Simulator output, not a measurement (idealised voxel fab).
Documented hereafter: the process module known as voxel plated lines.
Xsec cut, 265 nm wide, square cell size 5 nm.
Each cross-section below is a grid of square cells, stated as bands in top-down order, with one or more rows of cells making up each band. Top, bottom (nm), then materials left to right with widths (nm); lone material tagged "throughout" fills the whole band edge to edge; "blank" = empty space. The reference from which all heights are counted is 0, the level beneath which the as-received wafer is entirely one material; the lowest band, having no lower bound, proceeds downward and is written after the example "top 0, no bottom". Read "30->40" as a graded width: first number on top, second number at the bottom, same change between each pair of neighbouring rows. Where the words "nothing changed" appear for a step, the cross-section shows no cell changed by that step; every cell remained as before. Under "Voids, sealed" you'll find the enclosed gaps, the ones with no way out to the top, that are 8 cells or bigger; each reads width x height at distance, with distance counted from the left edge, everything in nm. That trailing text on a step's line, after the settings, is the simulator's own remark on the step. "overlay nm" on a masked step: distance the mask lay right of its planned place, negative for left.
The planned process steps are enumerated hereunder:
| 1 | RECEIVE [material Si] |
| 2 | CONFORMAL_DEP [material Al2O3] [thk nm 10] |
| 3 | DIRECTIONAL_DEP [material TiN] [thk nm 5] |
| 4 | PATTERN [tone open] [mask id LINES] [material resist] [width nm 25] [pitch nm 45] [thk nm 20] [overlay nm 0] |
| 5 | EPI [material Ru] [thk nm 5] |
| 6 | STRIP [etch materials resist] |
| 7 | DIRECTIONAL_ETCH [etch materials TiN] [depth nm 5] |
| 8 | CONFORMAL_DEP [material SiCN] [thk nm 10] |
The first wafer of two, processed as planned:
As received (post step 1): cross-section:
	top 0, no bottom: Si throughout
	Voids, sealed: none
Cross-section through the wafer, step 2 finished:
	top 10, bottom 0: Al2O3 throughout
	Below 0 it's all the same as before, nothing changed down there.
Cross-section through the wafer, step 3 finished:
	top 15, bottom 10: TiN throughout
	Below 10 it's all the same as before, nothing changed down there.
Cross-section through the wafer, step 4 finished:
	top 35, bottom 15: resist 95 | blank 25 | resist 20 | blank 25 | resist 100
	Below 15 it's all the same as before, nothing changed down there.
Cross-section through the wafer, step 5 finished:
	top 35, bottom 20: resist 95 | blank 25 | resist 20 | blank 25 | resist 100
	top 20, bottom 15: resist 95 | Ru 25 | resist 20 | Ru 25 | resist 100
	Below 15 it's all the same as before, nothing changed down there.
Cross-section through the wafer, step 6 finished:
	top 20, bottom 15: blank 95 | Ru 25 | blank 20 | Ru 25 | blank 100
	Below 15 it's all the same as before, nothing changed down there.
Cross-section through the wafer, step 7 finished:
	top 20, bottom 15: blank 95 | Ru 25 | blank 20 | Ru 25 | blank 100
	top 15, bottom 10: blank 95 | TiN 25 | blank 20 | TiN 25 | blank 100
	Below 10 it's all the same as before, nothing changed down there.
Cross-section through the wafer, step 8 finished:
	top 30, bottom 20: blank 85 | SiCN 90 | blank 90
	top 20, bottom 15: SiCN 95 | Ru 25 | SiCN 20 | Ru 25 | SiCN 100
	top 15, bottom 10: SiCN 95 | TiN 25 | SiCN 20 | TiN 25 | SiCN 100
	Below 10 it's all the same as before, nothing changed down there.
Second wafer - shared start and plan with the first - one error in running - same as the first up to step 3 inclusive:
when step 4 should have ended:
	top 35, bottom 15: resist 95 | blank 30 | resist 15 | blank 30 | resist 95
	Below 15 it's all the same as before, nothing changed down there.
when step 5 should have ended:
	top 35, bottom 20: resist 95 | blank 30 | resist 15 | blank 30 | resist 95
	top 20, bottom 15: resist 95 | Ru 30 | resist 15 | Ru 30 | resist 95
	Below 15 it's all the same as before, nothing changed down there.
when step 6 should have ended:
	top 20, bottom 15: blank 95 | Ru 30 | blank 15 | Ru 30 | blank 95
	Below 15 it's all the same as before, nothing changed down there.
when step 7 should have ended:
	top 20, bottom 15: blank 95 | Ru 30 | blank 15 | Ru 30 | blank 95
	top 15, bottom 10: blank 95 | TiN 30 | blank 15 | TiN 30 | blank 95
	Below 10 it's all the same as before, nothing changed down there.
when step 8 should have ended:
	top 30, bottom 20: blank 85 | SiCN 95 | blank 85
	top 20, bottom 15: SiCN 95 | Ru 30 | SiCN 15 | Ru 30 | SiCN 95
	top 15, bottom 10: SiCN 95 | TiN 30 | SiCN 15 | TiN 30 | SiCN 95
	Below 10 it's all the same as before, nothing changed down there.
What was done differently from what was planned? step 4 changed vs plan, executed as PATTERN [tone open] [mask id LINES] [material resist] [width nm 30] [pitch nm 45] [thk nm 20] [overlay nm 0]
End of process, cell counts, second wafer against first, materials with more or fewer: +2 Ru; -2 SiCN; +2 TiN
